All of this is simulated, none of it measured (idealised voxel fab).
process module | voxel transistor to metal
cross-section cut | 300 nm wide | cells 5 nm
A cross-section is a grid of square cells, given in bands from the top down. A band is one or more rows of cells.
Each band's line starts with the height of the band's top and of its bottom, in nm. Then come its materials from left to right, each with its width in nm. One material with "throughout" fills the band from edge to edge. "air" is empty space.
Height 0 is the level under which the wafer as received is all one material. The lowest band goes on downwards, as in "0 down".
A width such as "30 to 40" changes by the same amount from each row of cells to the next, from the band's top row to its bottom row.
"no change" after a step means that no cell of the cross-section changed.
closed voids: empty space of 8 cells or more with no open way to the top, each as width x height at its distance from the left edge, in nm
after a step's settings: what the simulator itself notes on the step
overlay nm, on a step with a mask: how far to the right of its planned place the mask lay; to the left if negative
plan
1 op RECEIVE | material Si
2 op OXIDIZE | depth nm 5
3 op CONFORMAL_DEP | material SiN | thk nm 15
4 op MASKED_ETCH | tone cover | mask id ACTIVE | width nm 95 | pitch nm 130 | etch materials SiN | depth nm 15 | overlay nm 0
5 op MASKED_ETCH | tone cover | mask id ACTIVE | width nm 105 | pitch nm 130 | etch materials SiO2 | depth nm 5 | overlay nm 0
6 op MASKED_ETCH | tone cover | mask id ACTIVE | width nm 105 | pitch nm 130 | etch materials Si | depth nm 20 | overlay nm 0
7 op FILL_DEP | material SiO2 | thk nm 10
8 op CMP | height nm 15
9 op SELECTIVE_ETCH | etch materials SiO2 | depth nm 5
10 op STRIP | etch materials SiN
11 op SELECTIVE_ETCH | etch materials SiO2 | depth nm 5
12 op OXIDIZE | depth nm 5
13 op DIRECTIONAL_DEP | material polySi | thk nm 30
14 op DIRECTIONAL_DEP | material SiCN | thk nm 10
15 op PATTERN | tone cover | mask id GATE | material resist | width nm 15 | pitch nm 130 | thk nm 20 | overlay nm 0
16 op DIRECTIONAL_ETCH | etch materials SiCN | depth nm 20
17 op DIRECTIONAL_ETCH | etch materials polySi | depth nm 40
18 op STRIP | etch materials resist
19 op CONFORMAL_DEP | material SiN | thk nm 10
20 op DIRECTIONAL_ETCH | etch materials SiN | depth nm 10
21 op DIRECTIONAL_ETCH | etch materials SiO2 | depth nm 5
22 op DIRECTIONAL_ETCH | etch materials Si | depth nm 10
23 op EPI | material SiGe | thk nm 15
24 op FILL_DEP | material SiO2 | thk nm 10
25 op CMP | height nm 35
26 op DIRECTIONAL_DEP | material SiO2 | thk nm 15
27 op PATTERN | tone open | mask id CONTACT | material resist | width nm 20 | thk nm 20 | overlay nm 0
28 op DIRECTIONAL_ETCH | etch materials SiO2 | depth nm 45
29 op STRIP | etch materials resist
30 op CONFORMAL_DEP | material TiN | thk nm 5
31 op FILL_DEP | material W | thk nm 5
32 op CMP | height nm 50
33 op DIRECTIONAL_DEP | material TiN | thk nm 5
34 op DIRECTIONAL_DEP | material W | thk nm 20
35 op MASKED_ETCH | tone cover | mask id METAL_1 | width nm 20 | etch materials W | depth nm 20 | overlay nm 0
36 op MASKED_ETCH | tone cover | mask id METAL_1 | width nm 20 | etch materials TiN | depth nm 5 | overlay nm 0
37 op FILL_DEP | material SiO2 | thk nm 5
38 op CMP | height nm 75
39 op CONFORMAL_DEP | material SiCN | thk nm 5
40 op DIRECTIONAL_DEP | material lowk | thk nm 30
41 op DIRECTIONAL_DEP | material aC | thk nm 10
42 op PATTERN | tone open | mask id METAL_2 | material resist | width nm 20 | pitch nm 130 | thk nm 30 | overlay nm 0
43 op DIRECTIONAL_ETCH | etch materials aC | depth nm 10
44 op STRIP | etch materials resist
45 op DIRECTIONAL_ETCH | etch materials lowk | depth nm 15
46 op STRIP | etch materials aC
47 op DIRECTIONAL_DEP | material aC | thk nm 10
48 op PATTERN | tone open | mask id METAL_2_HOLES | material resist | width nm 15 | pitch nm 130 | thk nm 25 | overlay nm 0
49 op DIRECTIONAL_ETCH | etch materials aC | depth nm 10
50 op STRIP | etch materials resist
51 op DIRECTIONAL_ETCH | etch materials lowk | depth nm 15
52 op DIRECTIONAL_ETCH | etch materials SiCN | depth nm 5
53 op STRIP | etch materials aC
54 op CONFORMAL_DEP | material TiN | thk nm 5
55 op FILL_DEP | material Cu | thk nm 10
56 op CMP | height nm 110
57 op CONFORMAL_DEP | material SiCN | thk nm 5
varied across the wafers: width nm of step 4. The plan shows the first wafer's value. All wafers start alike
first wafer as received, after step 1
  0 down: Si throughout
  closed voids: none
each wafer at the end: cells of each material gained (+) or lost (-) since it was received, then its closed voids
width nm 95 | +16 Cu | -214 Si | +126 SiCN | +100 SiGe | +80 SiN | +662 SiO2 | +128 TiN | +128 W | +318 lowk | +36 polySi | closed voids: none
width nm 100 | +16 Cu | -218 Si | +126 SiCN | +110 SiGe | +80 SiN | +656 SiO2 | +128 TiN | +128 W | +318 lowk | +36 polySi | closed voids: none
width nm 105 | +16 Cu | -222 Si | +126 SiCN | +120 SiGe | +80 SiN | +650 SiO2 | +128 TiN | +128 W | +318 lowk | +36 polySi | closed voids: none
width nm 110 | +16 Cu | -220 Si | +126 SiCN | +126 SiGe | +80 SiN | +642 SiO2 | +128 TiN | +128 W | +318 lowk | +36 polySi | closed voids: none
width nm 115 | +16 Cu | -218 Si | +126 SiCN | +132 SiGe | +80 SiN | +634 SiO2 | +128 TiN | +128 W | +318 lowk | +36 polySi | closed voids: none
